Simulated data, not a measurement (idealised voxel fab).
Name of the process module below: voxel wiring stack
Section shown: cut. Width: 245 nm. Cell size: 5 nm, square.
Cross-section layout: square cells on a grid; listed as bands, top to bottom; a band spans one or more cell rows.
In this notation a band is specified by the heights of its top and bottom, in that order and in nm, after which its materials appear from left to right, each paired with its width in nm. The word "everywhere" attached to a single material means that material fills the band from edge to edge; the word "empty" stands for empty space.
Heads up on the height convention: 0 is the point under which the incoming wafer is all one material, and the lowest band has no bottom, it just keeps going down, like "top 0, no bottom".
The expression "30 to 40" gives the width at the extremes of the band, the first number at its top row of cells and the second at its bottom row, with the width changing by equal amounts from each row to the next in between.
"nothing altered" after a step means that no cell of the cross-section changed.
"Cavities, closed": sealed empty spaces, 8 cells or more, no open way to top, listed width x height at distance, with distance from the left edge and width, height and distance in nm.
Post-settings text on a step line: simulator's own remark regarding the step.
overlay nm: right-of-plan distance of the mask on a masked step; negative values mean left-of-plan.

The planned process steps are enumerated hereunder
1. RECEIVE,material Si
2. CONFORMAL_DEP,material SiO2,thk nm 10
3. CONFORMAL_DEP,material SiN,thk nm 5
4. DIRECTIONAL_DEP,material lowk,thk nm 20
5. PATTERN,tone open,mask id METAL_1,material resist,width nm 30,pitch nm 45,thk nm 15,overlay nm 0
6. DIRECTIONAL_ETCH,etch materials lowk,depth nm 20
7. DIRECTIONAL_ETCH,etch materials SiN,depth nm 5
8. STRIP,etch materials resist
9. CONFORMAL_DEP,material TiN,thk nm 5
10. FILL_DEP,material Ru,thk nm 5
11. CMP,height nm 35
12. EPI,material Ru,thk nm 5
13. FILL_DEP,material SiCN,thk nm 5
14. DIRECTIONAL_DEP,material lowk,thk nm 35
15. DIRECTIONAL_DEP,material aC,thk nm 10
16. PATTERN,tone open,mask id METAL_2,material resist,width nm 30,pitch nm 45,thk nm 25,overlay nm 0
17. DIRECTIONAL_ETCH,etch materials aC,depth nm 10
18. STRIP,etch materials resist
19. DIRECTIONAL_ETCH,etch materials lowk,depth nm 20
20. STRIP,etch materials aC
21. DIRECTIONAL_DEP,material aC,thk nm 10
22. PATTERN,tone open,mask id METAL_2_HOLES,material resist,width nm 15,thk nm 30,overlay nm 0
23. DIRECTIONAL_ETCH,etch materials aC,depth nm 10
24. STRIP,etch materials resist
25. DIRECTIONAL_ETCH,etch materials lowk,depth nm 15
26. DIRECTIONAL_ETCH,etch materials SiCN,depth nm 5
27. STRIP,etch materials aC
28. CONFORMAL_DEP,material TiN,thk nm 5
29. FILL_DEP,material Cu,thk nm 5
30. CMP,height nm 80
31. CONFORMAL_DEP,material SiCN,thk nm 5

So this is the incoming wafer in cross-section - it's already been through step 1
> top 0, no bottom  Si everywhere
> Cavities, closed: none

First of two wafers at the end of the module, shown in cross-section; run carried out as planned
> top 85, bottom 80  SiCN everywhere
> top 80, bottom 65  lowk=85; TiN=5; Cu=20; TiN=5; lowk=15; TiN=5; Cu=20; TiN=5; lowk=85
> top 65, bottom 60  lowk=85; TiN=5; Cu=5; TiN=20; lowk=15; TiN=30; lowk=85
> top 60, bottom 45  lowk=85; TiN=5; Cu=5; TiN=5; lowk=145
> top 45, bottom 40  SiCN=85; TiN=15; SiCN=145
> top 40, bottom 35  SiCN=80; Ru=40; SiCN=5; Ru=40; SiCN=80
> top 35, bottom 15  lowk=85; TiN=5; Ru=20; TiN=5; lowk=15; TiN=5; Ru=20; TiN=5; lowk=85
> top 15, bottom 10  SiN=85; TiN=30; SiN=15; TiN=30; SiN=85
> top 10, bottom 0  SiO2 everywhere
> top 0, no bottom  Si everywhere
> Cavities, closed: none

Cross-sectional view: second of two wafers, end of module; start and plan identical to the first, one mistake in running
> top 85, bottom 80  SiCN everywhere
> top 80, bottom 50  lowk=85; TiN=5; Cu=20; TiN=5; lowk=15; TiN=5; Cu=20; TiN=5; lowk=85
> top 50, bottom 45  lowk=85; TiN=5; Cu=5; TiN=20; lowk=15; TiN=30; lowk=85
> top 45, bottom 40  SiCN=85; TiN=15; SiCN=145
> top 40, bottom 35  SiCN=80; Ru=40; SiCN=5; Ru=40; SiCN=80
> top 35, bottom 15  lowk=85; TiN=5; Ru=20; TiN=5; lowk=15; TiN=5; Ru=20; TiN=5; lowk=85
> top 15, bottom 10  SiN=85; TiN=30; SiN=15; TiN=30; SiN=85
> top 10, bottom 0  SiO2 everywhere
> top 0, no bottom  Si everywhere
> Cavities, closed: none
The mistake made against the process plan was this: plan step 19 was conducted twice
Final difference in cells, second wafer against first, listed per material as more or fewer: +21 Cu | +6 TiN | -27 lowk
